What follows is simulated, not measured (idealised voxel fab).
The document below concerns the process module designated voxel self aligned contacts.
The cross-section shown here is cut; it is 210 nm wide and divided into square cells measuring 5 nm on a side.
How to read a cross-section here: the picture is a grid of square cells, written as bands going from the top down, and any band can span one or more rows of cells.
Quick guide to a band line: top height, bottom height (nm) up front; then every material left to right with its width in nm. Only one material and it's marked "all across"? Then it fills the band edge to edge. And "empty" just means empty space.
Ref level 0: as-received wafer is one material below here. Bottom band extends down with no lower bound ("0 -> down").
Per-row width for "30..40": begins at first number (top row of band), ends at second number (bottom row), increment between rows held constant.
Basically "stayed the same" means that step didn't change any cell in the cross-section.
In the "Voids, enclosed" entry, you get each enclosed empty space of 8 cells or more, one with no open way to the top, written width x height at distance, distance from the left edge, in nm.
Post-settings text on a step line: simulator's own remark regarding the step.
The "overlay nm" setting may appear on a step's line; for a step that uses a mask, it gives how far to the right of its planned position the mask lay, and a negative value indicates the left.
### Steps in the process plan
1 RECEIVE,material Si
2 CONFORMAL_DEP,material SiO2,thk nm 5
3 DIRECTIONAL_DEP,material polySi,thk nm 20
4 DIRECTIONAL_DEP,material SiN,thk nm 25
5 PATTERN,tone cover,mask id GATE,material resist,width nm 25,pitch nm 65,thk nm 20,overlay nm 0
6 DIRECTIONAL_ETCH,etch materials SiN,depth nm 25
7 DIRECTIONAL_ETCH,etch materials polySi,depth nm 20
8 STRIP,etch materials resist
9 CONFORMAL_DEP,material SiN,thk nm 10
10 DIRECTIONAL_ETCH,etch materials SiN,depth nm 10
11 FILL_DEP,material SiO2,thk nm 15
12 CMP,height nm 60
13 PATTERN,tone open,mask id CONTACT,material resist,width nm 50,thk nm 20,overlay nm 0
14 DIRECTIONAL_ETCH,etch materials SiO2,depth nm 60
15 STRIP,etch materials resist
16 CONFORMAL_DEP,material TiN,thk nm 5
17 FILL_DEP,material W,thk nm 10
18 CMP,height nm 60
19 CONFORMAL_DEP,material SiCN,thk nm 5
### Concerning the first of two wafers, which was run in accordance with the plan
### The cross-section here shows the wafer as received, i.e. in its state after step 1
  0 -> down = Si all across
  Voids, enclosed: none
### Wafer section view after processing step 2
  5 -> 0 = SiO2 all across
  Whatever lies below 0 is exactly as it was before.
### Wafer section view after processing step 3
  25 -> 5 = polySi all across
  Whatever lies below 5 is exactly as it was before.
### Wafer section view after processing step 4
  50 -> 25 = SiN all across
  Whatever lies below 25 is exactly as it was before.
### Wafer section view after processing step 5
  70 -> 50 = 60 of empty | 25 of resist | 40 of empty | 25 of resist | 60 of empty
  Whatever lies below 50 is exactly as it was before.
### Wafer section view after processing step 6
  70 -> 50 = 60 of empty | 25 of resist | 40 of empty | 25 of resist | 60 of empty
  50 -> 25 = 60 of empty | 25 of SiN | 40 of empty | 25 of SiN | 60 of empty
  Whatever lies below 25 is exactly as it was before.
### Wafer section view after processing step 7
  70 -> 50 = 60 of empty | 25 of resist | 40 of empty | 25 of resist | 60 of empty
  50 -> 25 = 60 of empty | 25 of SiN | 40 of empty | 25 of SiN | 60 of empty
  25 -> 5 = 60 of empty | 25 of polySi | 40 of empty | 25 of polySi | 60 of empty
  Whatever lies below 5 is exactly as it was before.
### Wafer section view after processing step 8
  50 -> 25 = 60 of empty | 25 of SiN | 40 of empty | 25 of SiN | 60 of empty
  Whatever lies below 25 is exactly as it was before.
### Wafer section view after processing step 9
  60 -> 25 = 50 of empty | 45 of SiN | 20 of empty | 45 of SiN | 50 of empty
  25 -> 15 = 50 of empty | 10 of SiN | 25 of polySi | 10 of SiN | 20 of empty | 10 of SiN | 25 of polySi | 10 of SiN | 50 of empty
  15 -> 5 = 60 of SiN | 25 of polySi | 40 of SiN | 25 of polySi | 60 of SiN
  Whatever lies below 5 is exactly as it was before.
### Wafer section view after processing step 10
  50 -> 25 = 50 of empty | 45 of SiN | 20 of empty | 45 of SiN | 50 of empty
  25 -> 5 = 50 of empty | 10 of SiN | 25 of polySi | 10 of SiN | 20 of empty | 10 of SiN | 25 of polySi | 10 of SiN | 50 of empty
  Whatever lies below 5 is exactly as it was before.
### Wafer section view after processing step 11
  65 -> 50 = SiO2 all across
  50 -> 25 = 50 of SiO2 | 45 of SiN | 20 of SiO2 | 45 of SiN | 50 of SiO2
  25 -> 5 = 50 of SiO2 | 10 of SiN | 25 of polySi | 10 of SiN | 20 of SiO2 | 10 of SiN | 25 of polySi | 10 of SiN | 50 of SiO2
  Whatever lies below 5 is exactly as it was before.
### Wafer section view after processing step 12
  60 -> 50 = SiO2 all across
  Whatever lies below 50 is exactly as it was before.
### Wafer section view after processing step 13
  80 -> 60 = 80 of resist | 50 of empty | 80 of resist
  Whatever lies below 60 is exactly as it was before.
### Wafer section view after processing step 14
  80 -> 60 = 80 of resist | 50 of empty | 80 of resist
  60 -> 50 = 80 of SiO2 | 50 of empty | 80 of SiO2
  50 -> 25 = 50 of SiO2 | 45 of SiN | 20 of empty | 45 of SiN | 50 of SiO2
  25 -> 5 = 50 of SiO2 | 10 of SiN | 25 of polySi | 10 of SiN | 20 of empty | 10 of SiN | 25 of polySi | 10 of SiN | 50 of SiO2
  5 -> 0 = 95 of SiO2 | 20 of empty | 95 of SiO2
  Whatever lies below 0 is exactly as it was before.
### Wafer section view after processing step 15
  60 -> 50 = 80 of SiO2 | 50 of empty | 80 of SiO2
  Whatever lies below 50 is exactly as it was before.
### Wafer section view after processing step 16
  65 -> 60 = 85 of TiN | 40 of empty | 85 of TiN
  60 -> 50 = 80 of SiO2 | 5..20 of TiN | 40..10 of empty | 5..20 of TiN | 80 of SiO2
  50 -> 25 = 50 of SiO2 | 45 of SiN | 5 of TiN | 10 of empty | 5 of TiN | 45 of SiN | 50 of SiO2
  25 -> 5 = 50 of SiO2 | 10 of SiN | 25 of polySi | 10 of SiN | 5 of TiN | 10 of empty | 5 of TiN | 10 of SiN | 25 of polySi | 10 of SiN | 50 of SiO2
  5 -> 0 = 95 of SiO2 | 20 of TiN | 95 of SiO2
  Whatever lies below 0 is exactly as it was before.
### Wafer section view after processing step 17
  75 -> 65 = W all across
  65 -> 60 = 85 of TiN | 40 of W | 85 of TiN
  60 -> 50 = 80 of SiO2 | 5..20 of TiN | 40..10 of W | 5..20 of TiN | 80 of SiO2
  50 -> 25 = 50 of SiO2 | 45 of SiN | 5 of TiN | 10 of W | 5 of TiN | 45 of SiN | 50 of SiO2
  25 -> 5 = 50 of SiO2 | 10 of SiN | 25 of polySi | 10 of SiN | 5 of TiN | 10 of W | 5 of TiN | 10 of SiN | 25 of polySi | 10 of SiN | 50 of SiO2
  Whatever lies below 5 is exactly as it was before.
### Wafer section view after processing step 18
  60 -> 50 = 80 of SiO2 | 5..20 of TiN | 40..10 of W | 5..20 of TiN | 80 of SiO2
  Whatever lies below 50 is exactly as it was before.
### Wafer section view after processing step 19
  65 -> 60 = SiCN all across
  Whatever lies below 60 is exactly as it was before.
### What follows concerns the second wafer, which started out like the first and was meant to follow the very same plan; one mistake crept in when it was run, but everything up to and including step 12 is the same as for the first wafer
### Second wafer: cross-section at the scheduled end of step 13
  80 -> 60 = 85 of resist | 40 of empty | 85 of resist
  Whatever lies below 60 is exactly as it was before.
### Second wafer: cross-section at the scheduled end of step 14
  80 -> 60 = 85 of resist | 40 of empty | 85 of resist
  60 -> 50 = 85 of SiO2 | 40 of empty | 85 of SiO2
  50 -> 25 = 50 of SiO2 | 45 of SiN | 20 of empty | 45 of SiN | 50 of SiO2
  25 -> 5 = 50 of SiO2 | 10 of SiN | 25 of polySi | 10 of SiN | 20 of empty | 10 of SiN | 25 of polySi | 10 of SiN | 50 of SiO2
  5 -> 0 = 95 of SiO2 | 20 of empty | 95 of SiO2
  Whatever lies below 0 is exactly as it was before.
### Second wafer: cross-section at the scheduled end of step 15
  60 -> 50 = 85 of SiO2 | 40 of empty | 85 of SiO2
  Whatever lies below 50 is exactly as it was before.
### Second wafer: cross-section at the scheduled end of step 16
  65 -> 60 = 90 of TiN | 30 of empty | 90 of TiN
  60 -> 50 = 85 of SiO2 | 5..15 of TiN | 30..10 of empty | 5..15 of TiN | 85 of SiO2
  50 -> 25 = 50 of SiO2 | 45 of SiN | 5 of TiN | 10 of empty | 5 of TiN | 45 of SiN | 50 of SiO2
  25 -> 5 = 50 of SiO2 | 10 of SiN | 25 of polySi | 10 of SiN | 5 of TiN | 10 of empty | 5 of TiN | 10 of SiN | 25 of polySi | 10 of SiN | 50 of SiO2
  5 -> 0 = 95 of SiO2 | 20 of TiN | 95 of SiO2
  Whatever lies below 0 is exactly as it was before.
### Second wafer: cross-section at the scheduled end of step 17
  75 -> 65 = W all across
  65 -> 60 = 90 of TiN | 30 of W | 90 of TiN
  60 -> 50 = 85 of SiO2 | 5..15 of TiN | 30..10 of W | 5..15 of TiN | 85 of SiO2
  50 -> 25 = 50 of SiO2 | 45 of SiN | 5 of TiN | 10 of W | 5 of TiN | 45 of SiN | 50 of SiO2
  25 -> 5 = 50 of SiO2 | 10 of SiN | 25 of polySi | 10 of SiN | 5 of TiN | 10 of W | 5 of TiN | 10 of SiN | 25 of polySi | 10 of SiN | 50 of SiO2
  Whatever lies below 5 is exactly as it was before.
### Second wafer: cross-section at the scheduled end of step 18
  60 -> 50 = 85 of SiO2 | 5..15 of TiN | 30..10 of W | 5..15 of TiN | 85 of SiO2
  Whatever lies below 50 is exactly as it was before.
### Second wafer: cross-section at the scheduled end of step 19
  65 -> 60 = SiCN all across
  Whatever lies below 60 is exactly as it was before.
what went wrong: step 13 off recipe, ran as PATTERN,tone open,mask id CONTACT,material resist,width nm 40,thk nm 20,overlay nm 0
End of process, cell counts, second wafer against first, materials with more or fewer: SiO2 +4, TiN -2, W -2
